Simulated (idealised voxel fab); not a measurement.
Module name: voxel self aligned contacts (process module)
It is cross-section cut that appears here, measuring 255 nm in width, its square cells being 5 nm in size.
The cross-sections in this document take the form of a grid made of square cells. They are written out as bands, in order from top to bottom. Each band consists of one or more rows of cells. Top, bottom (nm), then materials left to right with widths (nm); lone material tagged "full width" fills the whole band edge to edge; "empty" = empty space. Below 0: as-received wafer, all one material; heights counted from there. Lowest band: no bottom, goes on down, written "0 and below". The expression "30..40" gives the width at the extremes of the band, the first number at its top row of cells and the second at its bottom row, with the width changing by equal amounts from each row to the next in between. "remained the same" means the step left every cell of the cross-section as it was. "Voids, fully enclosed": empty spaces of 8 cells or more with no open way to the top, each given as width x height at distance, distance from the left edge, all in nm. Anything after a step's settings on that line? It's the simulator's own note about the step. The optional step-line setting "overlay nm" applies to steps with a mask and quantifies how far to the right of its planned location the mask lay, a negative value indicating leftward placement. Structure of the following material. The material consists of pairs of cross-sections. Each pair comprises the cross-section before one process step and the cross-section after that step, the latter shown only down to the lowest band that changed. The step between the cross-sections is specified beneath each pair, including its settings. Pairs are not necessarily consecutive: they may derive from different runs of this module performed on the same starting wafer. Continuity with the pair above is to be assumed only where the entry headed "Pre-process cross-section" of the pair in question states it.

Pre-process cross-section
> 0 and below: Si full width
> Voids, fully enclosed: none

Post-Process Section
> 0 down to -5: SiO2 full width
> At heights below -5, the structure remains unaltered.
> Voids, fully enclosed: none
Process step (between the before and after cross-sections above): OXIDIZE: depth nm 5

Pre-process cross-section: check the pair just above; its after cross-section is our before state.

Post-Process Section
> 30 down to 0: polySi full width
> At heights below 0, the structure remains unaltered.
> Voids, fully enclosed: none
Process step (between the before and after cross-sections above): DIRECTIONAL_DEP: material polySi, thk nm 30

Pre-process cross-section: check the pair just above; its after cross-section is our before state.

Post-Process Section
> 55 down to 30: SiN full width
> At heights below 30, the structure remains unaltered.
> Voids, fully enclosed: none
Process step (between the before and after cross-sections above): DIRECTIONAL_DEP: material SiN, thk nm 25

Pre-process cross-section: check the pair just above; its after cross-section is our before state.

Post-Process Section
> 65 down to 55: aC full width
> At heights below 55, the structure remains unaltered.
> Voids, fully enclosed: none
Process step (between the before and after cross-sections above): DIRECTIONAL_DEP: material aC, thk nm 10

Pre-process cross-section: check the pair just above; its after cross-section is our before state.

Post-Process Section
> 95 down to 65: empty 75 | resist 30 | empty 45 | resist 30 | empty 75
> At heights below 65, the structure remains unaltered.
> Voids, fully enclosed: none
Process step (between the before and after cross-sections above): PATTERN: tone cover, mask id GATE, material resist, width nm 30, pitch nm 75, thk nm 30, overlay nm 0

Pre-process cross-section: check the pair just above; its after cross-section is our before state.

Post-Process Section
> 85 down to 65: empty 75 | resist 30 | empty 45 | resist 30 | empty 75
> 65 down to 55: empty 75 | aC 30 | empty 45 | aC 30 | empty 75
> At heights below 55, the structure remains unaltered.
> Voids, fully enclosed: none
Process step (between the before and after cross-sections above): DIRECTIONAL_ETCH: etch materials aC, depth nm 10

Pre-process cross-section: check the pair just above; its after cross-section is our before state.

Post-Process Section
> 65 down to 55: empty 75 | aC 30 | empty 45 | aC 30 | empty 75
> At heights below 55, the structure remains unaltered.
> Voids, fully enclosed: none
Process step (between the before and after cross-sections above): STRIP: etch materials resist

Pre-process cross-section: check the pair just above; its after cross-section is our before state.

Post-Process Section
> 65 down to 55: empty 75 | aC 30 | empty 45 | aC 30 | empty 75
> 55 down to 30: empty 75 | SiN 30 | empty 45 | SiN 30 | empty 75
> At heights below 30, the structure remains unaltered.
> Voids, fully enclosed: none
Process step (between the before and after cross-sections above): DIRECTIONAL_ETCH: etch materials SiN, depth nm 25

Pre-process cross-section: check the pair just above; its after cross-section is our before state.

Post-Process Section
> 65 down to 55: empty 75 | aC 30 | empty 45 | aC 30 | empty 75
> 55 down to 30: empty 75 | SiN 30 | empty 45 | SiN 30 | empty 75
> 30 down to 0: empty 75 | polySi 30 | empty 45 | polySi 30 | empty 75
> At heights below 0, the structure remains unaltered.
> Voids, fully enclosed: none
Process step (between the before and after cross-sections above): DIRECTIONAL_ETCH: etch materials polySi, depth nm 30

Pre-process cross-section: check the pair just above; its after cross-section is our before state.

Post-Process Section
> 55 down to 30: empty 75 | SiN 30 | empty 45 | SiN 30 | empty 75
> At heights below 30, the structure remains unaltered.
> Voids, fully enclosed: none
Process step (between the before and after cross-sections above): STRIP: etch materials aC

Pre-process cross-section: check the pair just above; its after cross-section is our before state.

Post-Process Section
> 65 down to 30: empty 65 | SiN 50 | empty 25 | SiN 50 | empty 65
> 30 down to 10: empty 65 | SiN 10 | polySi 30 | SiN 10 | empty 25 | SiN 10 | polySi 30 | SiN 10 | empty 65
> 10 down to 0: SiN 75 | polySi 30 | SiN 45 | polySi 30 | SiN 75
> At heights below 0, the structure remains unaltered.
> Voids, fully enclosed: none
Process step (between the before and after cross-sections above): CONFORMAL_DEP: material SiN, thk nm 10

Pre-process cross-section: check the pair just above; its after cross-section is our before state.

Post-Process Section
> 55 down to 30: empty 65 | SiN 50 | empty 25 | SiN 50 | empty 65
> 30 down to 0: empty 65 | SiN 10 | polySi 30 | SiN 10 | empty 25 | SiN 10 | polySi 30 | SiN 10 | empty 65
> At heights below 0, the structure remains unaltered.
> Voids, fully enclosed: none
Process step (between the before and after cross-sections above): DIRECTIONAL_ETCH: etch materials SiN, depth nm 10

Pre-process cross-section: check the pair just above; its after cross-section is our before state.

Post-Process Section
> 70 down to 55: SiO2 full width
> 55 down to 30: SiO2 65 | SiN 50 | SiO2 25 | SiN 50 | SiO2 65
> 30 down to 0: SiO2 65 | SiN 10 | polySi 30 | SiN 10 | SiO2 25 | SiN 10 | polySi 30 | SiN 10 | SiO2 65
> At heights below 0, the structure remains unaltered.
> Voids, fully enclosed: none
Process step (between the before and after cross-sections above): FILL_DEP: material SiO2, thk nm 15

Pre-process cross-section: check the pair just above; its after cross-section is our before state.

Post-Process Section
> 60 down to 55: SiO2 full width
> At heights below 55, the structure remains unaltered.
> Voids, fully enclosed: none
Process step (between the before and after cross-sections above): CMP: height nm 60

Pre-process cross-section: check the pair just above; its after cross-section is our before state.

Post-Process Section
> 60 down to 55: SiO2 100 | empty 55 | SiO2 100
> 55 down to 30: SiO2 65 | SiN 50 | empty 25 | SiN 50 | SiO2 65
> 30 down to 0: SiO2 65 | SiN 10 | polySi 30 | SiN 10 | empty 25 | SiN 10 | polySi 30 | SiN 10 | SiO2 65
> 0 down to -5: SiO2 115 | empty 25 | SiO2 115
> At heights below -5, the structure remains unaltered.
> Voids, fully enclosed: none
Process step (between the before and after cross-sections above): MASKED_ETCH: tone open, mask id CONTACT, width nm 55, etch materials SiO2, depth nm 65, overlay nm 0

Pre-process cross-section: check the pair just above; its after cross-section is our before state.

Post-Process Section
> 65 down to 60: TiN 105 | empty 45 | TiN 105
> 60 down to 55: SiO2 100 | TiN 20 | empty 15 | TiN 20 | SiO2 100
> 55 down to 30: SiO2 65 | SiN 50 | TiN 5 | empty 15 | TiN 5 | SiN 50 | SiO2 65
> 30 down to 0: SiO2 65 | SiN 10 | polySi 30 | SiN 10 | TiN 5 | empty 15 | TiN 5 | SiN 10 | polySi 30 | SiN 10 | SiO2 65
> 0 down to -5: SiO2 115 | TiN 25 | SiO2 115
> At heights below -5, the structure remains unaltered.
> Voids, fully enclosed: none
Process step (between the before and after cross-sections above): CONFORMAL_DEP: material TiN, thk nm 5

Pre-process cross-section: check the pair just above; its after cross-section is our before state.

Post-Process Section
> 70 down to 65: W full width
> 65 down to 60: TiN 105 | W 45 | TiN 105
> 60 down to 55: SiO2 100 | TiN 20 | W 15 | TiN 20 | SiO2 100
> 55 down to 30: SiO2 65 | SiN 50 | TiN 5 | W 15 | TiN 5 | SiN 50 | SiO2 65
> 30 down to 0: SiO2 65 | SiN 10 | polySi 30 | SiN 10 | TiN 5 | W 15 | TiN 5 | SiN 10 | polySi 30 | SiN 10 | SiO2 65
> At heights below 0, the structure remains unaltered.
> Voids, fully enclosed: none
Process step (between the before and after cross-sections above): FILL_DEP: material W, thk nm 5

Pre-process cross-section: check the pair just above; its after cross-section is our before state.

Post-Process Section
> 60 down to 55: SiO2 100 | TiN 20 | W 15 | TiN 20 | SiO2 100
> At heights below 55, the structure remains unaltered.
> Voids, fully enclosed: none
Process step (between the before and after cross-sections above): CMP: height nm 60

Pre-process cross-section: check the pair just above; its after cross-section is our before state.

Post-Process Section
> 65 down to 60: SiCN full width
> At heights below 60, the structure remains unaltered.
> Voids, fully enclosed: none
Process step (between the before and after cross-sections above): CONFORMAL_DEP: material SiCN, thk nm 5

Pre-process cross-section
> 0 and below: Si full width
> Voids, fully enclosed: none

Post-Process Section
> 30 down to 0: polySi full width
> At heights below 0, the structure remains unaltered.
> Voids, fully enclosed: none
Process step (between the before and after cross-sections above): DIRECTIONAL_DEP: material polySi, thk nm 30

Pre-process cross-section: check the pair just above; its after cross-section is our before state.

Post-Process Section
> 55 down to 30: SiN full width
> At heights below 30, the structure remains unaltered.
> Voids, fully enclosed: none
Process step (between the before and after cross-sections above): DIRECTIONAL_DEP: material SiN, thk nm 25

Pre-process cross-section: check the pair just above; its after cross-section is our before state.

Post-Process Section
> 65 down to 55: aC full width
> At heights below 55, the structure remains unaltered.
> Voids, fully enclosed: none
Process step (between the before and after cross-sections above): DIRECTIONAL_DEP: material aC, thk nm 10

Pre-process cross-section: check the pair just above; its after cross-section is our before state.

Post-Process Section
> 95 down to 65: empty 75 | resist 30 | empty 45 | resist 30 | empty 75
> At heights below 65, the structure remains unaltered.
> Voids, fully enclosed: none
Process step (between the before and after cross-sections above): PATTERN: tone cover, mask id GATE, material resist, width nm 30, pitch nm 75, thk nm 30, overlay nm 0

Pre-process cross-section: check the pair just above; its after cross-section is our before state.

Post-Process Section
> 85 down to 65: empty 75 | resist 30 | empty 45 | resist 30 | empty 75
> 65 down to 55: empty 75 | aC 30 | empty 45 | aC 30 | empty 75
> At heights below 55, the structure remains unaltered.
> Voids, fully enclosed: none
Process step (between the before and after cross-sections above): DIRECTIONAL_ETCH: etch materials aC, depth nm 10

Pre-process cross-section: check the pair just above; its after cross-section is our before state.

Post-Process Section
> 65 down to 55: empty 75 | aC 30 | empty 45 | aC 30 | empty 75
> At heights below 55, the structure remains unaltered.
> Voids, fully enclosed: none
Process step (between the before and after cross-sections above): STRIP: etch materials resist

Pre-process cross-section: check the pair just above; its after cross-section is our before state.

Post-Process Section
> 65 down to 55: empty 75 | aC 30 | empty 45 | aC 30 | empty 75
> 55 down to 30: empty 75 | SiN 30 | empty 45 | SiN 30 | empty 75
> At heights below 30, the structure remains unaltered.
> Voids, fully enclosed: none
Process step (between the before and after cross-sections above): DIRECTIONAL_ETCH: etch materials SiN, depth nm 25

Pre-process cross-section: check the pair just above; its after cross-section is our before state.

Post-Process Section
> 65 down to 55: empty 75 | aC 30 | empty 45 | aC 30 | empty 75
> 55 down to 30: empty 75 | SiN 30 | empty 45 | SiN 30 | empty 75
> 30 down to 0: empty 75 | polySi 30 | empty 45 | polySi 30 | empty 75
> At heights below 0, the structure remains unaltered.
> Voids, fully enclosed: none
Process step (between the before and after cross-sections above): DIRECTIONAL_ETCH: etch materials polySi, depth nm 30

Pre-process cross-section: check the pair just above; its after cross-section is our before state.

Post-Process Section
> 55 down to 30: empty 75 | SiN 30 | empty 45 | SiN 30 | empty 75
> At heights below 30, the structure remains unaltered.
> Voids, fully enclosed: none
Process step (between the before and after cross-sections above): STRIP: etch materials aC

Pre-process cross-section: check the pair just above; its after cross-section is our before state.

Post-Process Section
> 65 down to 30: empty 65 | SiN 50 | empty 25 | SiN 50 | empty 65
> 30 down to 10: empty 65 | SiN 10 | polySi 30 | SiN 10 | empty 25 | SiN 10 | polySi 30 | SiN 10 | empty 65
> 10 down to 0: SiN 75 | polySi 30 | SiN 45 | polySi 30 | SiN 75
> At heights below 0, the structure remains unaltered.
> Voids, fully enclosed: none
Process step (between the before and after cross-sections above): CONFORMAL_DEP: material SiN, thk nm 10

Pre-process cross-section: check the pair just above; its after cross-section is our before state.

Post-Process Section
> 55 down to 30: empty 65 | SiN 50 | empty 25 | SiN 50 | empty 65
> 30 down to 0: empty 65 | SiN 10 | polySi 30 | SiN 10 | empty 25 | SiN 10 | polySi 30 | SiN 10 | empty 65
> At heights below 0, the structure remains unaltered.
> Voids, fully enclosed: none
Process step (between the before and after cross-sections above): DIRECTIONAL_ETCH: etch materials SiN, depth nm 10

Pre-process cross-section: check the pair just above; its after cross-section is our before state.

Post-Process Section
> 70 down to 55: SiO2 full width
> 55 down to 30: SiO2 65 | SiN 50 | SiO2 25 | SiN 50 | SiO2 65
> 30 down to 0: SiO2 65 | SiN 10 | polySi 30 | SiN 10 | SiO2 25 | SiN 10 | polySi 30 | SiN 10 | SiO2 65
> At heights below 0, the structure remains unaltered.
> Voids, fully enclosed: none
Process step (between the before and after cross-sections above): FILL_DEP: material SiO2, thk nm 15

Pre-process cross-section: check the pair just above; its after cross-section is our before state.

Post-Process Section
> 60 down to 55: SiO2 full width
> At heights below 55, the structure remains unaltered.
> Voids, fully enclosed: none
Process step (between the before and after cross-sections above): CMP: height nm 60

Pre-process cross-section: check the pair just above; its after cross-section is our before state.

Post-Process Section
> 60 down to 55: SiO2 100 | empty 55 | SiO2 100
> 55 down to 30: SiO2 65 | SiN 50 | empty 25 | SiN 50 | SiO2 65
> 30 down to 0: SiO2 65 | SiN 10 | polySi 30 | SiN 10 | empty 25 | SiN 10 | polySi 30 | SiN 10 | SiO2 65
> At heights below 0, the structure remains unaltered.
> Voids, fully enclosed: none
Process step (between the before and after cross-sections above): MASKED_ETCH: tone open, mask id CONTACT, width nm 55, etch materials SiO2, depth nm 65, overlay nm 0

Pre-process cross-section: check the pair just above; its after cross-section is our before state.

Post-Process Section
> 65 down to 60: TiN 105 | empty 45 | TiN 105
> 60 down to 55: SiO2 100 | TiN 20 | empty 15 | TiN 20 | SiO2 100
> 55 down to 30: SiO2 65 | SiN 50 | TiN 5 | empty 15 | TiN 5 | SiN 50 | SiO2 65
> 30 down to 5: SiO2 65 | SiN 10 | polySi 30 | SiN 10 | TiN 5 | empty 15 | TiN 5 | SiN 10 | polySi 30 | SiN 10 | SiO2 65
> 5 down to 0: SiO2 65 | SiN 10 | polySi 30 | SiN 10 | TiN 25 | SiN 10 | polySi 30 | SiN 10 | SiO2 65
> At heights below 0, the structure remains unaltered.
> Voids, fully enclosed: none
Process step (between the before and after cross-sections above): CONFORMAL_DEP: material TiN, thk nm 5

Pre-process cross-section: check the pair just above; its after cross-section is our before state.

Post-Process Section
> 70 down to 65: W full width
> 65 down to 60: TiN 105 | W 45 | TiN 105
> 60 down to 55: SiO2 100 | TiN 20 | W 15 | TiN 20 | SiO2 100
> 55 down to 30: SiO2 65 | SiN 50 | TiN 5 | W 15 | TiN 5 | SiN 50 | SiO2 65
> 30 down to 5: SiO2 65 | SiN 10 | polySi 30 | SiN 10 | TiN 5 | W 15 | TiN 5 | SiN 10 | polySi 30 | SiN 10 | SiO2 65
> At heights below 5, the structure remains unaltered.
> Voids, fully enclosed: none
Process step (between the before and after cross-sections above): FILL_DEP: material W, thk nm 5

Pre-process cross-section: check the pair just above; its after cross-section is our before state.

Post-Process Section
> 60 down to 55: SiO2 100 | TiN 20 | W 15 | TiN 20 | SiO2 100
> At heights below 55, the structure remains unaltered.
> Voids, fully enclosed: none
Process step (between the before and after cross-sections above): CMP: height nm 60

Pre-process cross-section: check the pair just above; its after cross-section is our before state.

Post-Process Section
> 65 down to 60: SiCN full width
> At heights below 60, the structure remains unaltered.
> Voids, fully enclosed: none
Process step (between the before and after cross-sections above): CONFORMAL_DEP: material SiCN, thk nm 5

Pre-process cross-section
> 30 down to 0: polySi full width
> 0 down to -5: SiO2 full width
> -5 and below: Si full width
> Voids, fully enclosed: none

Post-Process Section
> 60 down to 0: polySi full width
> At heights below 0, the structure remains unaltered.
> Voids, fully enclosed: none
Process step (between the before and after cross-sections above): DIRECTIONAL_DEP: material polySi, thk nm 30

Pre-process cross-section: check the pair just above; its after cross-section is our before state.

Post-Process Section
> 85 down to 60: SiN full width
> At heights below 60, the structure remains unaltered.
> Voids, fully enclosed: none
Process step (between the before and after cross-sections above): DIRECTIONAL_DEP: material SiN, thk nm 25

Pre-process cross-section: check the pair just above; its after cross-section is our before state.

Post-Process Section
> 95 down to 85: aC full width
> At heights below 85, the structure remains unaltered.
> Voids, fully enclosed: none
Process step (between the before and after cross-sections above): DIRECTIONAL_DEP: material aC, thk nm 10

Pre-process cross-section: check the pair just above; its after cross-section is our before state.

Post-Process Section
> 125 down to 95: empty 75 | resist 30 | empty 45 | resist 30 | empty 75
> At heights below 95, the structure remains unaltered.
> Voids, fully enclosed: none
Process step (between the before and after cross-sections above): PATTERN: tone cover, mask id GATE, material resist, width nm 30, pitch nm 75, thk nm 30, overlay nm 0

Pre-process cross-section: check the pair just above; its after cross-section is our before state.

Post-Process Section
> 115 down to 95: empty 75 | resist 30 | empty 45 | resist 30 | empty 75
> 95 down to 85: empty 75 | aC 30 | empty 45 | aC 30 | empty 75
> At heights below 85, the structure remains unaltered.
> Voids, fully enclosed: none
Process step (between the before and after cross-sections above): DIRECTIONAL_ETCH: etch materials aC, depth nm 10

Pre-process cross-section: check the pair just above; its after cross-section is our before state.

Post-Process Section
> 95 down to 85: empty 75 | aC 30 | empty 45 | aC 30 | empty 75
> At heights below 85, the structure remains unaltered.
> Voids, fully enclosed: none
Process step (between the before and after cross-sections above): STRIP: etch materials resist

Pre-process cross-section: check the pair just above; its after cross-section is our before state.

Post-Process Section
> 95 down to 85: empty 75 | aC 30 | empty 45 | aC 30 | empty 75
> 85 down to 60: empty 75 | SiN 30 | empty 45 | SiN 30 | empty 75
> At heights below 60, the structure remains unaltered.
> Voids, fully enclosed: none
Process step (between the before and after cross-sections above): DIRECTIONAL_ETCH: etch materials SiN, depth nm 25

Pre-process cross-section: check the pair just above; its after cross-section is our before state.

Post-Process Section
> 95 down to 85: empty 75 | aC 30 | empty 45 | aC 30 | empty 75
> 85 down to 60: empty 75 | SiN 30 | empty 45 | SiN 30 | empty 75
> 60 down to 30: empty 75 | polySi 30 | empty 45 | polySi 30 | empty 75
> At heights below 30, the structure remains unaltered.
> Voids, fully enclosed: none
Process step (between the before and after cross-sections above): DIRECTIONAL_ETCH: etch materials polySi, depth nm 30

Pre-process cross-section: check the pair just above; its after cross-section is our before state.

Post-Process Section
> 85 down to 60: empty 75 | SiN 30 | empty 45 | SiN 30 | empty 75
> At heights below 60, the structure remains unaltered.
> Voids, fully enclosed: none
Process step (between the before and after cross-sections above): STRIP: etch materials aC

Pre-process cross-section: check the pair just above; its after cross-section is our before state.

Post-Process Section
> 95 down to 60: empty 65 | SiN 50 | empty 25 | SiN 50 | empty 65
> 60 down to 40: empty 65 | SiN 10 | polySi 30 | SiN 10 | empty 25 | SiN 10 | polySi 30 | SiN 10 | empty 65
> 40 down to 30: SiN 75 | polySi 30 | SiN 45 | polySi 30 | SiN 75
> At heights below 30, the structure remains unaltered.
> Voids, fully enclosed: none
Process step (between the before and after cross-sections above): CONFORMAL_DEP: material SiN, thk nm 10

Pre-process cross-section: check the pair just above; its after cross-section is our before state.

Post-Process Section
> 85 down to 60: empty 65 | SiN 50 | empty 25 | SiN 50 | empty 65
> 60 down to 30: empty 65 | SiN 10 | polySi 30 | SiN 10 | empty 25 | SiN 10 | polySi 30 | SiN 10 | empty 65
> At heights below 30, the structure remains unaltered.
> Voids, fully enclosed: none
Process step (between the before and after cross-sections above): DIRECTIONAL_ETCH: etch materials SiN, depth nm 10

Pre-process cross-section: check the pair just above; its after cross-section is our before state.

Post-Process Section
> 100 down to 85: SiO2 full width
> 85 down to 60: SiO2 65 | SiN 50 | SiO2 25 | SiN 50 | SiO2 65
> 60 down to 30: SiO2 65 | SiN 10 | polySi 30 | SiN 10 | SiO2 25 | SiN 10 | polySi 30 | SiN 10 | SiO2 65
> At heights below 30, the structure remains unaltered.
> Voids, fully enclosed: none
Process step (between the before and after cross-sections above): FILL_DEP: material SiO2, thk nm 15

Pre-process cross-section: check the pair just above; its after cross-section is our before state.

Post-Process Section
> 60 down to 30: SiO2 65 | SiN 10 | polySi 30 | SiN 10 | SiO2 25 | SiN 10 | polySi 30 | SiN 10 | SiO2 65
> At heights below 30, the structure remains unaltered.
> Voids, fully enclosed: none
Process step (between the before and after cross-sections above): CMP: height nm 60

Pre-process cross-section: check the pair just above; its after cross-section is our before state.

Post-Process Section
> 60 down to 30: SiO2 65 | SiN 10 | polySi 30 | SiN 10 | empty 25 | SiN 10 | polySi 30 | SiN 10 | SiO2 65
> At heights below 30, the structure remains unaltered.
> Voids, fully enclosed: none
Process step (between the before and after cross-sections above): MASKED_ETCH: tone open, mask id CONTACT, width nm 55, etch materials SiO2, depth nm 65, overlay nm 0

Pre-process cross-section: check the pair just above; its after cross-section is our before state.

Post-Process Section
> 65 down to 60: TiN 120 | empty 15 | TiN 120
> 60 down to 35: SiO2 65 | SiN 10 | polySi 30 | SiN 10 | TiN 5 | empty 15 | TiN 5 | SiN 10 | polySi 30 | SiN 10 | SiO2 65
> 35 down to 30: SiO2 65 | SiN 10 | polySi 30 | SiN 10 | TiN 25 | SiN 10 | polySi 30 | SiN 10 | SiO2 65
> At heights below 30, the structure remains unaltered.
> Voids, fully enclosed: none
Process step (between the before and after cross-sections above): CONFORMAL_DEP: material TiN, thk nm 5

Pre-process cross-section: check the pair just above; its after cross-section is our before state.

Post-Process Section
> 70 down to 65: W full width
> 65 down to 60: TiN 120 | W 15 | TiN 120
> 60 down to 35: SiO2 65 | SiN 10 | polySi 30 | SiN 10 | TiN 5 | W 15 | TiN 5 | SiN 10 | polySi 30 | SiN 10 | SiO2 65
> At heights below 35, the structure remains unaltered.
> Voids, fully enclosed: none
Process step (between the before and after cross-sections above): FILL_DEP: material W, thk nm 5

Pre-process cross-section: check the pair just above; its after cross-section is our before state.

Post-Process Section
> 60 down to 35: SiO2 65 | SiN 10 | polySi 30 | SiN 10 | TiN 5 | W 15 | TiN 5 | SiN 10 | polySi 30 | SiN 10 | SiO2 65
> At heights below 35, the structure remains unaltered.
> Voids, fully enclosed: none
Process step (between the before and after cross-sections above): CMP: height nm 60

Pre-process cross-section: check the pair just above; its after cross-section is our before state.

Post-Process Section
> 65 down to 60: SiCN full width
> At heights below 60, the structure remains unaltered.
> Voids, fully enclosed: none
Process step (between the before and after cross-sections above): CONFORMAL_DEP: material SiCN, thk nm 5

Pre-process cross-section
> 0 down to -5: SiO2 full width
> -5 and below: Si full width
> Voids, fully enclosed: none

Post-Process Section
> 25 down to 0: SiN full width
> At heights below 0, the structure remains unaltered.
> Voids, fully enclosed: none
Process step (between the before and after cross-sections above): DIRECTIONAL_DEP: material SiN, thk nm 25

Pre-process cross-section: check the pair just above; its after cross-section is our before state.

Post-Process Section
> 55 down to 25: polySi full width
> At heights below 25, the structure remains unaltered.
> Voids, fully enclosed: none
Process step (between the before and after cross-sections above): DIRECTIONAL_DEP: material polySi, thk nm 30

Pre-process cross-section: check the pair just above; its after cross-section is our before state.

Post-Process Section
> 65 down to 55: aC full width
> At heights below 55, the structure remains unaltered.
> Voids, fully enclosed: none
Process step (between the before and after cross-sections above): DIRECTIONAL_DEP: material aC, thk nm 10

Pre-process cross-section: check the pair just above; its after cross-section is our before state.

Post-Process Section
> 95 down to 65: empty 75 | resist 30 | empty 45 | resist 30 | empty 75
> At heights below 65, the structure remains unaltered.
> Voids, fully enclosed: none
Process step (between the before and after cross-sections above): PATTERN: tone cover, mask id GATE, material resist, width nm 30, pitch nm 75, thk nm 30, overlay nm 0

Pre-process cross-section: check the pair just above; its after cross-section is our before state.

Post-Process Section
> 85 down to 65: empty 75 | resist 30 | empty 45 | resist 30 | empty 75
> 65 down to 55: empty 75 | aC 30 | empty 45 | aC 30 | empty 75
> At heights below 55, the structure remains unaltered.
> Voids, fully enclosed: none
Process step (between the before and after cross-sections above): DIRECTIONAL_ETCH: etch materials aC, depth nm 10

Pre-process cross-section: check the pair just above; its after cross-section is our before state.

Post-Process Section
> 65 down to 55: empty 75 | aC 30 | empty 45 | aC 30 | empty 75
> At heights below 55, the structure remains unaltered.
> Voids, fully enclosed: none
Process step (between the before and after cross-sections above): STRIP: etch materials resist

Pre-process cross-section: check the pair just above; its after cross-section is our before state.

Post-Process Section
> 65 down to 55: empty 75 | aC 30 | empty 45 | aC 30 | empty 75
> 55 down to 25: empty 75 | polySi 30 | empty 45 | polySi 30 | empty 75
> At heights below 25, the structure remains unaltered.
> Voids, fully enclosed: none
Process step (between the before and after cross-sections above): DIRECTIONAL_ETCH: etch materials polySi, depth nm 30

Pre-process cross-section: check the pair just above; its after cross-section is our before state.

Post-Process Section
> 55 down to 25: empty 75 | polySi 30 | empty 45 | polySi 30 | empty 75
> At heights below 25, the structure remains unaltered.
> Voids, fully enclosed: none
Process step (between the before and after cross-sections above): STRIP: etch materials aC

Pre-process cross-section: check the pair just above; its after cross-section is our before state.

Post-Process Section
> 65 down to 55: empty 65 | SiN 50 | empty 25 | SiN 50 | empty 65
> 55 down to 35: empty 65 | SiN 10 | polySi 30 | SiN 10 | empty 25 | SiN 10 | polySi 30 | SiN 10 | empty 65
> 35 down to 25: SiN 75 | polySi 30 | SiN 45 | polySi 30 | SiN 75
> At heights below 25, the structure remains unaltered.
> Voids, fully enclosed: none
Process step (between the before and after cross-sections above): CONFORMAL_DEP: material SiN, thk nm 10

Pre-process cross-section: check the pair just above; its after cross-section is our before state.

Post-Process Section
> 55 down to 25: empty 65 | SiN 10 | polySi 30 | SiN 10 | empty 25 | SiN 10 | polySi 30 | SiN 10 | empty 65
> At heights below 25, the structure remains unaltered.
> Voids, fully enclosed: none
Process step (between the before and after cross-sections above): DIRECTIONAL_ETCH: etch materials SiN, depth nm 10

Pre-process cross-section: check the pair just above; its after cross-section is our before state.

Post-Process Section
> 70 down to 55: SiO2 full width
> 55 down to 25: SiO2 65 | SiN 10 | polySi 30 | SiN 10 | SiO2 25 | SiN 10 | polySi 30 | SiN 10 | SiO2 65
> At heights below 25, the structure remains unaltered.
> Voids, fully enclosed: none
Process step (between the before and after cross-sections above): FILL_DEP: material SiO2, thk nm 15

Pre-process cross-section: check the pair just above; its after cross-section is our before state.

Post-Process Section
> 60 down to 55: SiO2 full width
> At heights below 55, the structure remains unaltered.
> Voids, fully enclosed: none
Process step (between the before and after cross-sections above): CMP: height nm 60

Pre-process cross-section: check the pair just above; its after cross-section is our before state.

Post-Process Section
> 60 down to 55: SiO2 100 | empty 55 | SiO2 100
> 55 down to 25: SiO2 65 | SiN 10 | polySi 30 | SiN 10 | empty 25 | SiN 10 | polySi 30 | SiN 10 | SiO2 65
> At heights below 25, the structure remains unaltered.
> Voids, fully enclosed: none
Process step (between the before and after cross-sections above): MASKED_ETCH: tone open, mask id CONTACT, width nm 55, etch materials SiO2, depth nm 65, overlay nm 0

Pre-process cross-section: check the pair just above; its after cross-section is our before state.

Post-Process Section
> 65 down to 60: TiN 105 | empty 45 | TiN 105
> 60 down to 55: SiO2 100 | TiN 20 | empty 15 | TiN 20 | SiO2 100
> 55 down to 30: SiO2 65 | SiN 10 | polySi 30 | SiN 10 | TiN 5 | empty 15 | TiN 5 | SiN 10 | polySi 30 | SiN 10 | SiO2 65
> 30 down to 25: SiO2 65 | SiN 10 | polySi 30 | SiN 10 | TiN 25 | SiN 10 | polySi 30 | SiN 10 | SiO2 65
> At heights below 25, the structure remains unaltered.
> Voids, fully enclosed: none
Process step (between the before and after cross-sections above): CONFORMAL_DEP: material TiN, thk nm 5

Pre-process cross-section: check the pair just above; its after cross-section is our before state.

Post-Process Section
> 70 down to 65: W full width
> 65 down to 60: TiN 105 | W 45 | TiN 105
> 60 down to 55: SiO2 100 | TiN 20 | W 15 | TiN 20 | SiO2 100
> 55 down to 30: SiO2 65 | SiN 10 | polySi 30 | SiN 10 | TiN 5 | W 15 | TiN 5 | SiN 10 | polySi 30 | SiN 10 | SiO2 65
> At heights below 30, the structure remains unaltered.
> Voids, fully enclosed: none
Process step (between the before and after cross-sections above): FILL_DEP: material W, thk nm 5

Pre-process cross-section: check the pair just above; its after cross-section is our before state.

Post-Process Section
> 60 down to 55: SiO2 100 | TiN 20 | W 15 | TiN 20 | SiO2 100
> At heights below 55, the structure remains unaltered.
> Voids, fully enclosed: none
Process step (between the before and after cross-sections above): CMP: height nm 60

Pre-process cross-section: check the pair just above; its after cross-section is our before state.

Post-Process Section
> 65 down to 60: SiCN full width
> At heights below 60, the structure remains unaltered.
> Voids, fully enclosed: none
Process step (between the before and after cross-sections above): CONFORMAL_DEP: material SiCN, thk nm 5

Pre-process cross-section
> 70 down to 65: W full width
> 65 down to 60: TiN 105 | W 45 | TiN 105
> 60 down to 55: SiO2 100 | TiN 20 | W 15 | TiN 20 | SiO2 100
> 55 down to 30: SiO2 65 | SiN 50 | TiN 5 | W 15 | TiN 5 | SiN 50 | SiO2 65
> 30 down to 0: SiO2 65 | SiN 10 | polySi 30 | SiN 10 | TiN 5 | W 15 | TiN 5 | SiN 10 | polySi 30 | SiN 10 | SiO2 65
> 0 down to -5: SiO2 115 | TiN 25 | SiO2 115
> -5 and below: Si full width
> Voids, fully enclosed: none

Post-Process Section
> 65 down to 60: TiN 105 | W 45 | TiN 105
> At heights below 60, the structure remains unaltered.
> Voids, fully enclosed: none
Process step (between the before and after cross-sections above): CMP: height nm 65

Pre-process cross-section: check the pair just above; its after cross-section is our before state.

Post-Process Section
> 70 down to 65: SiCN full width
> At heights below 65, the structure remains unaltered.
> Voids, fully enclosed: none
Process step (between the before and after cross-sections above): CONFORMAL_DEP: material SiCN, thk nm 5

Pre-process cross-section
> 65 down to 55: aC full width
> 55 down to 30: SiN full width
> 30 down to 0: polySi full width
> 0 down to -5: SiO2 full width
> -5 and below: Si full width
> Voids, fully enclosed: none

Post-Process Section
> 95 down to 65: empty 80 | resist 20 | empty 55 | resist 20 | empty 80
> At heights below 65, the structure remains unaltered.
> Voids, fully enclosed: none
Process step (between the before and after cross-sections above): PATTERN: tone cover, mask id GATE, material resist, width nm 20, pitch nm 75, thk nm 30, overlay nm 0
